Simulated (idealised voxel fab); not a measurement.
Process module under the name voxel spacer lines
We display cut, a cross-section 225 nm in width whose square cells are each 5 nm.
When this document writes out a cross-section, it uses a grid of square cells and lists it as bands, beginning at the top and moving down, with a band standing for one or more rows of cells.
Heads up on the band format: heights come first, top then bottom, in nm. After that it's the materials left to right, each with its width in nm. A single material flagged "all across" fills the whole band edge to edge, and "blank" means there's empty space there.
Height is counted from the level 0, under which the received wafer is composed throughout of one material. The lowest of the bands is not closed at the bottom but continues downward, in the notation "top 0, no bottom".
Graded width ("30 to 40"): value in top row of band = first number; value in bottom row = second number; row-to-row change constant.
"no change occurred" -> step changed no cross-section cell.
"Unvented internal voids" contains a list of empty spaces, each no smaller than 8 cells and without an open way to the top, written in the form width x height at distance with the distance from the left edge and all three in nm.
Read whatever lies past the settings on a step's line as the simulator's own remark about the step.
overlay nm: mask offset rightward from planned place, masked step; negative means leftward offset.

# The following list gives the planned process steps
step 1: RECEIVE | material Si
step 2: CONFORMAL_DEP | material Al2O3 | thk nm 5
step 3: DIRECTIONAL_DEP | material W | thk nm 10
step 4: DIRECTIONAL_DEP | material aC | thk nm 30
step 5: PATTERN | tone cover | mask id MANDREL | material resist | width nm 25 | pitch nm 70 | thk nm 40 | overlay nm 0
step 6: DIRECTIONAL_ETCH | etch materials aC | depth nm 30
step 7: STRIP | etch materials resist
step 8: CONFORMAL_DEP | material SiO2 | thk nm 10
step 9: DIRECTIONAL_ETCH | etch materials SiO2 | depth nm 10
step 10: STRIP | etch materials aC
step 11: DIRECTIONAL_ETCH | etch materials W | depth nm 10
step 12: STRIP | etch materials SiO2
step 13: FILL_DEP | material SiO2 | thk nm 5
step 14: CMP | height nm 15

# Account of the first of two wafers, which was processed as intended

# The cross-section here shows the wafer as received, i.e. in its state after step 1
  top 0, no bottom | Si all across
  Unvented internal voids: none

# Wafer after step 2 (cross-section)
  top 5, bottom 0 | Al2O3 all across
  Everything below 0 is unchanged.

# Wafer after step 3 (cross-section)
  top 15, bottom 5 | W all across
  Everything below 5 is unchanged.

# Wafer after step 4 (cross-section)
  top 45, bottom 15 | aC all across
  Everything below 15 is unchanged.

# Wafer after step 5 (cross-section)
  top 85, bottom 45 | blank: 30  resist: 25  blank: 45  resist: 25  blank: 45  resist: 25  blank: 30
  Everything below 45 is unchanged.

# Wafer after step 6 (cross-section)
  top 55, bottom 45 | blank: 30  resist: 25  blank: 45  resist: 25  blank: 45  resist: 25  blank: 30
  top 45, bottom 15 | blank: 30  aC: 25  blank: 45  aC: 25  blank: 45  aC: 25  blank: 30
  Everything below 15 is unchanged.

# Wafer after step 7 (cross-section)
  top 45, bottom 15 | blank: 30  aC: 25  blank: 45  aC: 25  blank: 45  aC: 25  blank: 30
  Everything below 15 is unchanged.

# Wafer after step 8 (cross-section)
  top 55, bottom 45 | blank: 20  SiO2: 45  blank: 25  SiO2: 45  blank: 25  SiO2: 45  blank: 20
  top 45, bottom 25 | blank: 20  SiO2: 10  aC: 25  SiO2: 10  blank: 25  SiO2: 10  aC: 25  SiO2: 10  blank: 25  SiO2: 10  aC: 25  SiO2: 10  blank: 20
  top 25, bottom 15 | SiO2: 30  aC: 25  SiO2: 45  aC: 25  SiO2: 45  aC: 25  SiO2: 30
  Everything below 15 is unchanged.

# Wafer after step 9 (cross-section)
  top 45, bottom 15 | blank: 20  SiO2: 10  aC: 25  SiO2: 10  blank: 25  SiO2: 10  aC: 25  SiO2: 10  blank: 25  SiO2: 10  aC: 25  SiO2: 10  blank: 20
  Everything below 15 is unchanged.

# Wafer after step 10 (cross-section)
  top 45, bottom 15 | blank: 20  SiO2: 10  blank: 25  SiO2: 10  blank: 25  SiO2: 10  blank: 25  SiO2: 10  blank: 25  SiO2: 10  blank: 25  SiO2: 10  blank: 20
  Everything below 15 is unchanged.

# Wafer after step 11 (cross-section)
  top 45, bottom 15 | blank: 20  SiO2: 10  blank: 25  SiO2: 10  blank: 25  SiO2: 10  blank: 25  SiO2: 10  blank: 25  SiO2: 10  blank: 25  SiO2: 10  blank: 20
  top 15, bottom 5 | blank: 20  W: 10  blank: 25  W: 10  blank: 25  W: 10  blank: 25  W: 10  blank: 25  W: 10  blank: 25  W: 10  blank: 20
  Everything below 5 is unchanged.

# Wafer after step 12 (cross-section)
  top 15, bottom 5 | blank: 20  W: 10  blank: 25  W: 10  blank: 25  W: 10  blank: 25  W: 10  blank: 25  W: 10  blank: 25  W: 10  blank: 20
  Everything below 5 is unchanged.

# Wafer after step 13 (cross-section)
  top 20, bottom 15 | SiO2 all across
  top 15, bottom 5 | SiO2: 20  W: 10  SiO2: 25  W: 10  SiO2: 25  W: 10  SiO2: 25  W: 10  SiO2: 25  W: 10  SiO2: 25  W: 10  SiO2: 20
  Everything below 5 is unchanged.

# Wafer after step 14 (cross-section)
  top 15, bottom 5 | SiO2: 20  W: 10  SiO2: 25  W: 10  SiO2: 25  W: 10  SiO2: 25  W: 10  SiO2: 25  W: 10  SiO2: 25  W: 10  SiO2: 20
  Everything below 5 is unchanged.

# Regarding the second of the two wafers: it shared the first wafer's starting condition and process plan, yet one error occurred during its execution. Its history coincides with that of the first wafer up to and including step 4

# Here is the second wafer in cross-section at the point where step 5 of the plan should have been done
  top 85, bottom 45 | resist: 30  blank: 25  resist: 45  blank: 25  resist: 45  blank: 25  resist: 30
  Everything below 45 is unchanged.

# Here is the second wafer in cross-section at the point where step 6 of the plan should have been done
  top 55, bottom 45 | resist: 30  blank: 25  resist: 45  blank: 25  resist: 45  blank: 25  resist: 30
  top 45, bottom 15 | aC: 30  blank: 25  aC: 45  blank: 25  aC: 45  blank: 25  aC: 30
  Everything below 15 is unchanged.

# Here is the second wafer in cross-section at the point where step 7 of the plan should have been done
  top 45, bottom 15 | aC: 30  blank: 25  aC: 45  blank: 25  aC: 45  blank: 25  aC: 30
  Everything below 15 is unchanged.

# Here is the second wafer in cross-section at the point where step 8 of the plan should have been done
  top 55, bottom 45 | SiO2: 40  blank: 5  SiO2: 65  blank: 5  SiO2: 65  blank: 5  SiO2: 40
  top 45, bottom 25 | aC: 30  SiO2: 10  blank: 5  SiO2: 10  aC: 45  SiO2: 10  blank: 5  SiO2: 10  aC: 45  SiO2: 10  blank: 5  SiO2: 10  aC: 30
  top 25, bottom 15 | aC: 30  SiO2: 25  aC: 45  SiO2: 25  aC: 45  SiO2: 25  aC: 30
  Everything below 15 is unchanged.

# Here is the second wafer in cross-section at the point where step 9 of the plan should have been done
  top 45, bottom 15 | aC: 30  SiO2: 10  blank: 5  SiO2: 10  aC: 45  SiO2: 10  blank: 5  SiO2: 10  aC: 45  SiO2: 10  blank: 5  SiO2: 10  aC: 30
  Everything below 15 is unchanged.

# Here is the second wafer in cross-section at the point where step 10 of the plan should have been done
  top 45, bottom 15 | blank: 30  SiO2: 10  blank: 5  SiO2: 10  blank: 45  SiO2: 10  blank: 5  SiO2: 10  blank: 45  SiO2: 10  blank: 5  SiO2: 10  blank: 30
  Everything below 15 is unchanged.

# Here is the second wafer in cross-section at the point where step 11 of the plan should have been done
  top 45, bottom 15 | blank: 30  SiO2: 10  blank: 5  SiO2: 10  blank: 45  SiO2: 10  blank: 5  SiO2: 10  blank: 45  SiO2: 10  blank: 5  SiO2: 10  blank: 30
  top 15, bottom 5 | blank: 30  W: 10  blank: 5  W: 10  blank: 45  W: 10  blank: 5  W: 10  blank: 45  W: 10  blank: 5  W: 10  blank: 30
  Everything below 5 is unchanged.

# Here is the second wafer in cross-section at the point where step 12 of the plan should have been done
  top 15, bottom 5 | blank: 30  W: 10  blank: 5  W: 10  blank: 45  W: 10  blank: 5  W: 10  blank: 45  W: 10  blank: 5  W: 10  blank: 30
  Everything below 5 is unchanged.

# Here is the second wafer in cross-section at the point where step 13 of the plan should have been done
  top 20, bottom 15 | SiO2 all across
  top 15, bottom 5 | SiO2: 30  W: 10  SiO2: 5  W: 10  SiO2: 45  W: 10  SiO2: 5  W: 10  SiO2: 45  W: 10  SiO2: 5  W: 10  SiO2: 30
  Everything below 5 is unchanged.

# Here is the second wafer in cross-section at the point where step 14 of the plan should have been done
  top 15, bottom 5 | SiO2: 30  W: 10  SiO2: 5  W: 10  SiO2: 45  W: 10  SiO2: 5  W: 10  SiO2: 45  W: 10  SiO2: 5  W: 10  SiO2: 30
  Everything below 5 is unchanged.
What was the processing mistake? step 5 did not happen as planned, as run it was PATTERN | tone open | mask id MANDREL | material resist | width nm 25 | pitch nm 70 | thk nm 40 | overlay nm 0
Same inventory, different map: at the end, the second wafer holds as many cells of each material as the first, placed elsewhere.
